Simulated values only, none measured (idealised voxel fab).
Title: Process Module voxel gate over fins
Square cell edge 5 nm, section width 290 nm, ID cut.
This document writes a cross-section as a grid whose cells are square, and gives it as bands, listed from the top down; one or more rows of cells form a band.
Per band: top height and bottom height in nm, followed by the left-to-right materials and their widths in nm; "full width" marks a single material spanning edge to edge, "empty" marks empty space.
All heights in this document are referenced to 0, defined as the level beneath which the wafer, as received, consists entirely of one material. The lowest band is not bounded below; it extends indefinitely downward and is written in the form "0 down".
With a width like "30 to 40", each row of cells in the band differs from the next by the same amount, the top row carrying the first number and the bottom row the second.
Where the words "remained unchanged" appear for a step, the cross-section shows no cell changed by that step; every cell remained as before.
"Closed void listing" means: voids of 8 cells or more that are shut off from the top with no open way through. Written width x height at distance, distance from the left edge, in nm.
after a step's settings: what the simulator itself notes on the step
Each step line may optionally specify "overlay nm", which for a step with a mask gives the rightward distance between the mask's planned place and where it lay, a negative value indicating the leftward direction.
# Steps in the process plan
- 1: RECEIVE with material Si
- 2: CONFORMAL_DEP with material SiN, thk nm 5
- 3: DIRECTIONAL_DEP with material aC, thk nm 10
- 4: PATTERN with tone cover, mask id FINS, material resist, width nm 15, pitch nm 55, thk nm 30, overlay nm 0
- 5: DIRECTIONAL_ETCH with etch materials aC, depth nm 10
- 6: STRIP with etch materials resist
- 7: DIRECTIONAL_ETCH with etch materials SiN, depth nm 5
- 8: DIRECTIONAL_ETCH with etch materials Si, depth nm 35
- 9: STRIP with etch materials aC
- 10: FILL_DEP with material SiO2, thk nm 15
- 11: CMP with height nm 5
- 12: DIRECTIONAL_DEP with material aC, thk nm 15
- 13: PATTERN with tone open, mask id RAIL, material resist, width nm 15, thk nm 35, overlay nm 0
- 14: DIRECTIONAL_ETCH with etch materials aC, depth nm 15
- 15: STRIP with etch materials resist
- 16: DIRECTIONAL_ETCH with etch materials SiO2, depth nm 35
- 17: STRIP with etch materials aC
- 18: CONFORMAL_DEP with material TiN, thk nm 5
- 19: FILL_DEP with material Ru, thk nm 5
- 20: CMP with height nm 5
- 21: SELECTIVE_ETCH with etch materials W Ru TiN, depth nm 20
- 22: FILL_DEP with material SiO2, thk nm 5
- 23: CMP with height nm 5
- 24: SELECTIVE_ETCH with etch materials SiO2, depth nm 15
- 25: STRIP with etch materials SiN
- 26: CONFORMAL_DEP with material HfO2, thk nm 5
- 27: CONFORMAL_DEP with material TiN, thk nm 5
- 28: CONFORMAL_DEP with material TiAl, thk nm 5
- 29: CONFORMAL_DEP with material TiN, thk nm 5
- 30: FILL_DEP with material W, thk nm 15
- 31: CMP with height nm 20
- 32: CONFORMAL_DEP with material SiCN, thk nm 10
Heads up: all these wafers start the same, and what changes between them is the height nm in step 31. The value you see in the plan is just what the first wafer got.
# Received condition of the first of several wafers, sectioned: post-step 1
  0 down | Si full width
  Closed void listing: none
# Gained (+) or lost (-) cells of each material since receipt, then closed voids: one row per wafer, at the end of the module
height nm 20; +66 HfO2; +2 Ru; -364 Si; +116 SiCN; +251 SiO2; +66 TiAl; +139 TiN; +72 W; Closed void listing: none
height nm 25; +66 HfO2; +2 Ru; -364 Si; +116 SiCN; +251 SiO2; +66 TiAl; +139 TiN; +130 W; Closed void listing: none
height nm 30; +66 HfO2; +2 Ru; -364 Si; +116 SiCN; +251 SiO2; +66 TiAl; +139 TiN; +188 W; Closed void listing: none
height nm 35; +66 HfO2; +2 Ru; -364 Si; +116 SiCN; +251 SiO2; +66 TiAl; +139 TiN; +246 W; Closed void listing: none
